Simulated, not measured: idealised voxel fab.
Herein follows the process module entitled voxel self aligned contacts.
The figure presents cross-section cut, which has a width of 285 nm and is divided into square cells with an edge length of 5 nm.
For the purposes of this document, a cross-section shall be understood as a grid of square cells, specified as bands listed in top-to-bottom order, each band consisting of one or more rows of cells.
Band: top and bottom heights (nm) first, top before bottom; then materials from left to right, widths in nm. "edge to edge" marks a sole material filling the band edge to edge. "blank" denotes empty space.
Height reference: 0 = level under which incoming wafer is all one material. Lowest band: no bottom, runs on downward, e.g. "0..down".
Read "30..40" as a graded width: first number on top, second number at the bottom, same change between each pair of neighbouring rows.
"everything unchanged" (step): cross-section cells unchanged, all of them.
This entry, "Sealed cavities", enumerates those empty regions of no fewer than 8 cells that possess no open connection to the top. Each region is reported in the form width x height at distance, the distance being taken from the left edge, with all three quantities expressed in nm.
Formally, on a step line, whatever follows the settings is a remark that the simulator itself makes on the step.
The optional step-line setting "overlay nm" applies to steps with a mask and quantifies how far to the right of its planned location the mask lay, a negative value indicating leftward placement.
-- The steps planned for the process are as follows
1 RECEIVE (material Si)
2 OXIDIZE (depth nm 5)
3 DIRECTIONAL_DEP (material polySi; thk nm 30)
4 DIRECTIONAL_DEP (material SiN; thk nm 20)
5 MASKED_ETCH (tone cover; mask id GATE; width nm 25; pitch nm 60; etch materials SiN; depth nm 20; overlay nm 0)
6 MASKED_ETCH (tone cover; mask id GATE; width nm 25; pitch nm 60; etch materials polySi; depth nm 30; overlay nm 0)
7 CONFORMAL_DEP (material SiN; thk nm 5)
8 DIRECTIONAL_ETCH (etch materials SiN; depth nm 5)
9 FILL_DEP (material SiO2; thk nm 15)
10 CMP (height nm 60)
11 DIRECTIONAL_DEP (material aC; thk nm 10)
12 PATTERN (tone open; mask id CONTACT; material resist; width nm 45; thk nm 30; overlay nm 0)
13 DIRECTIONAL_ETCH (etch materials aC; depth nm 10)
14 STRIP (etch materials resist)
15 DIRECTIONAL_ETCH (etch materials SiO2; depth nm 65)
16 STRIP (etch materials aC)
17 CONFORMAL_DEP (material TiN; thk nm 5)
18 FILL_DEP (material W; thk nm 10)
19 CMP (height nm 60)
20 CONFORMAL_DEP (material SiCN; thk nm 5)
-- Here's what the wafer looked like in cross-section when it arrived - that's after step 1
- 0..down = Si edge to edge
- Sealed cavities: none
-- Cross-section, end of module. Start: as above. Plan: as above. Execution: one mistake
- 65..60 = SiCN edge to edge
- 60..50 = SiO2 120 nm | TiN 5..15 nm | W 35..15 nm | TiN 5..15 nm | SiO2 120 nm
- 50..35 = SiO2 95 nm | SiN 35 nm | TiN 5 nm | W 15 nm | TiN 5 nm | SiN 35 nm | SiO2 95 nm
- 35..30 = SiO2 95 nm | SiN 35 nm | TiN 5 nm | W 10 nm | TiN 10 nm | SiN 35 nm | SiO2 95 nm
- 30..0 = SiO2 90 nm | SiN 5 nm | polySi 30 nm | SiN 5 nm | TiN 5 nm | W 10 nm | TiN 5 nm | SiN 5 nm | polySi 30 nm | SiN 5 nm | SiO2 95 nm
- 0..-5 = SiO2 130 nm | TiN 20 nm | SiO2 135 nm
- -5..down = Si edge to edge
- Sealed cavities: none
What was the processing mistake? for step 6, the planned setting was not used; the step was instead run as MASKED_ETCH (tone cover; mask id GATE; width nm 25; pitch nm 60; etch materials polySi; depth nm 30; overlay nm -5)
